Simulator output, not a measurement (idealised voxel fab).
process module | voxel self aligned vias
cross-section cut | 155 nm wide | cells 5 nm
A cross-section is a grid of square cells, given in bands from the top down. A band is one or more rows of cells.
Each band's line starts with the height of the band's top and of its bottom, in nm. Then come its materials from left to right, each with its width in nm. One material with "throughout" fills the band from edge to edge. "air" is empty space.
Height 0 is the level under which the wafer as received is all one material. The lowest band goes on downwards, as in "0 down".
A width such as "30 to 40" changes by the same amount from each row of cells to the next, from the band's top row to its bottom row.
"no change" after a step means that no cell of the cross-section changed.
closed voids: empty space of 8 cells or more with no open way to the top, each as width x height at its distance from the left edge, in nm
after a step's settings: what the simulator itself notes on the step
overlay nm, on a step with a mask: how far to the right of its planned place the mask lay; to the left if negative
plan
1 op RECEIVE | material Si
2 op CONFORMAL_DEP | material SiO2 | thk nm 10
3 op CONFORMAL_DEP | material SiCN | thk nm 5
4 op DIRECTIONAL_DEP | material SiO2 | thk nm 20
5 op DIRECTIONAL_DEP | material aC | thk nm 15
6 op PATTERN | tone open | mask id LINES | material resist | width nm 25 | pitch nm 60 | thk nm 35 | overlay nm 0
7 op DIRECTIONAL_ETCH | etch materials aC | depth nm 15
8 op STRIP | etch materials resist
9 op DIRECTIONAL_ETCH | etch materials SiO2 | depth nm 20
10 op STRIP | etch materials aC
11 op CONFORMAL_DEP | material TiN | thk nm 5
12 op FILL_DEP | material W | thk nm 10
13 op CMP | height nm 35
14 op SELECTIVE_ETCH | etch materials W Ru TiN | depth nm 10
15 op FILL_DEP | material SiN | thk nm 10
16 op CMP | height nm 35
17 op DIRECTIONAL_DEP | material SiO2 | thk nm 15
18 op PATTERN | tone open | mask id VIAS | material resist | width nm 35 | pitch nm 60 | thk nm 15 | overlay nm 0
19 op DIRECTIONAL_ETCH | etch materials SiO2 | depth nm 15
20 op DIRECTIONAL_ETCH | etch materials SiN | depth nm 10
21 op STRIP | etch materials resist
22 op CONFORMAL_DEP | material TiN | thk nm 5
23 op FILL_DEP | material W | thk nm 5
24 op CMP | height nm 50
25 op CONFORMAL_DEP | material SiCN | thk nm 5
as received, after step 1
  0 down: Si throughout
  closed voids: none
first wafer at the end, as planned
  55 to 50: SiCN throughout
  50 to 40: SiO2 30 | TiN 5 | W 25 | TiN 5 | SiO2 25 | TiN 5 | W 25 | TiN 5 | SiO2 30
  40 to 30: SiO2 30 to 35 | TiN 10 to 5 | W 15 | TiN 10 to 5 | SiO2 25 to 35 | TiN 10 to 5 | W 15 | TiN 10 to 5 | SiO2 30 to 35
  30 to 25: SiO2 35 | TiN 25 | SiO2 35 | TiN 25 | SiO2 35
  25 to 20: SiO2 35 | TiN 5 | W 15 | TiN 5 | SiO2 35 | TiN 5 | W 15 | TiN 5 | SiO2 35
  20 to 15: SiO2 35 | TiN 25 | SiO2 35 | TiN 25 | SiO2 35
  15 to 10: SiCN throughout
  10 to 0: SiO2 throughout
  0 down: Si throughout
  closed voids: none
second wafer at the end: like start, like plan, one mistake
  55 to 50: SiCN throughout
  50 to 30: SiO2 30 | TiN 5 | W 25 | TiN 5 | SiO2 25 | TiN 5 | W 25 | TiN 5 | SiO2 30
  30 to 25: SiO2 30 | TiN 35 | SiO2 25 | TiN 35 | SiO2 30
  25 to 20: SiO2 30 | TiN 10 | W 15 | TiN 10 | SiO2 25 | TiN 10 | W 15 | TiN 10 | SiO2 30
  20 to 15: SiO2 35 | TiN 25 | SiO2 35 | TiN 25 | SiO2 35
  15 to 10: SiCN throughout
  10 to 0: SiO2 throughout
  0 down: Si throughout
  closed voids: none
what went wrong: step 19 was run twice
at the end the second wafer has, in cells: 12 fewer of SiO2 | 4 more of TiN | 8 more of W
